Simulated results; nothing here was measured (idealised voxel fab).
Title: Process Module voxel ribs on slabs
155 nm wide, 5 nm square cells: that's cross-section cut.
In what follows, cross-sections appear as grids of square cells, described through bands that run from the top down, where every band is one or more rows of cells.
It is stipulated that each band's entry specify, in nanometres, the height of the top of the band and then that of its bottom, followed by the materials of the band in left-to-right sequence, each together with its width in nanometres. A single material marked by the word "full width" is understood to fill the band from edge to edge; the word "air" is understood to denote empty space.
Convention: height 0 is the level below which the wafer, as received, is all one material. The lowest band does not terminate at the bottom but continues downward, represented as "0 -> down".
Quick explanation for "30..40": the width changes in equal steps down the rows of cells, from the first number in the band's top row to the second number in its bottom row.
The cross-section has no changed cell in any step marked "no alterations made".
Each empty space that has no open way to the top and spans at least 8 cells appears under "Tabulated closed voids" as width x height at distance, the distance counted from the left edge, all in nm.
It should be noted that, on the line of a given step, the content following the step's settings is a remark produced by the simulator itself with respect to that step.
overlay nm: how far to the right of its planned place the mask lay on this masked step (negative: to the left).

Process steps foreseen in the plan
step 1: RECEIVE (material Si)
step 2: DIRECTIONAL_DEP (material SiO2; thk nm 20)
step 3: DIRECTIONAL_DEP (material polySi; thk nm 25)
step 4: MASKED_ETCH (tone cover; mask id RIB; width nm 30; etch materials polySi; depth nm 20; overlay nm 0)
step 5: DIRECTIONAL_DEP (material aC; thk nm 15)
step 6: PATTERN (tone cover; mask id SLAB; material resist; width nm 60; thk nm 35; overlay nm 0)
step 7: DIRECTIONAL_ETCH (etch materials aC; depth nm 15)
step 8: STRIP (etch materials resist)
step 9: DIRECTIONAL_ETCH (etch materials polySi; depth nm 5)
step 10: STRIP (etch materials aC)
step 11: FILL_DEP (material SiO2; thk nm 20)
step 12: CMP (height nm 60)
step 13: DIRECTIONAL_DEP (material W; thk nm 10)
step 14: PATTERN (tone cover; mask id HEATER; material resist; width nm 40; thk nm 15; overlay nm 0)
step 15: DIRECTIONAL_ETCH (etch materials W; depth nm 10)
step 16: STRIP (etch materials resist)
step 17: CONFORMAL_DEP (material SiO2; thk nm 10)

Received-state cross-section, reflecting completion of step 1
    0 -> down | Si full width
    Tabulated closed voids: none

A wafer at the end: this start, this plan, one mistake
    80 -> 70 | 45 air / 60 polySi / 50 air
    70 -> 60 | 55 polySi / 40 W / 60 polySi
    60 -> 45 | SiO2 full width
    45 -> 25 | 60 SiO2 / 30 polySi / 65 SiO2
    25 -> 20 | 45 SiO2 / 60 polySi / 50 SiO2
    20 -> 0 | SiO2 full width
    0 -> down | Si full width
    Tabulated closed voids: none
What broke from the plan during processing? step 17 ran differently from the plan; actual operation with settings: CONFORMAL_DEP (material polySi; thk nm 10)
